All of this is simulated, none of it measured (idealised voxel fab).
process module | voxel plated lines
Pictured: cross-section cut, 270 nm wide, on a grid of 5 nm square cells.
Just so we're on the same page, the cross-sections are grids of square cells, and they're listed out in bands top to bottom, each band one or more rows deep. Heads up on the band format: heights come first, top then bottom, in nm. After that it's the materials left to right, each with its width in nm. A single material flagged "everywhere" fills the whole band edge to edge, and "air" means there's empty space there. Note: height 0 marks the level under which the wafer is uniformly one material as received. Lowest band unbounded below, written "0 and below". The two numbers in a width such as "30 to 40" mark its ends across the band: the first belongs to the top row of cells, the second to the bottom row, and from each row to the next the width moves by the same amount. A step reported as "no modification" is a step in which no cell of the cross-section changed. If an empty space has no open way to the top and is at least 8 cells in size, "Cavities, closed" lists it, written width x height at distance, where distance is measured from the left edge and every value is in nm. What comes after the settings on a step's line is commentary from the simulator itself on that step. overlay nm: on a step with a mask, how far right of its planned place the mask lay; negative means left.

Here's what the planned process steps look like:
1 op RECEIVE | material Si
2 op CONFORMAL_DEP | material SiO2 | thk nm 10
3 op DIRECTIONAL_DEP | material TiN | thk nm 5
4 op PATTERN | tone open | mask id LINES | material resist | width nm 15 | pitch nm 40 | thk nm 20 | overlay nm 0
5 op EPI | material Ru | thk nm 5
6 op STRIP | etch materials resist
7 op DIRECTIONAL_ETCH | etch materials TiN | depth nm 5
8 op CONFORMAL_DEP | material SiN | thk nm 5
Where the wafers of this document differ is in the width nm of step 4; they start out the same, and the plan states the value that applied to the first wafer.

Received wafers, first of several: cross-section after step 1:
* 0 and below  Si everywhere
* Cavities, closed: none

The rows of the table below are wafers. Looking at the end of the module, a row counts, for every material, the cells the wafer has gained, shown as (+), or lost, shown as (-), since it was received; its closed voids come next:
width nm 15; +9 Ru; +66 SiN; +108 SiO2; +9 TiN; Cavities, closed: none
width nm 20; +12 Ru; +66 SiN; +108 SiO2; +12 TiN; Cavities, closed: none
width nm 25; +15 Ru; +66 SiN; +108 SiO2; +15 TiN; Cavities, closed: none
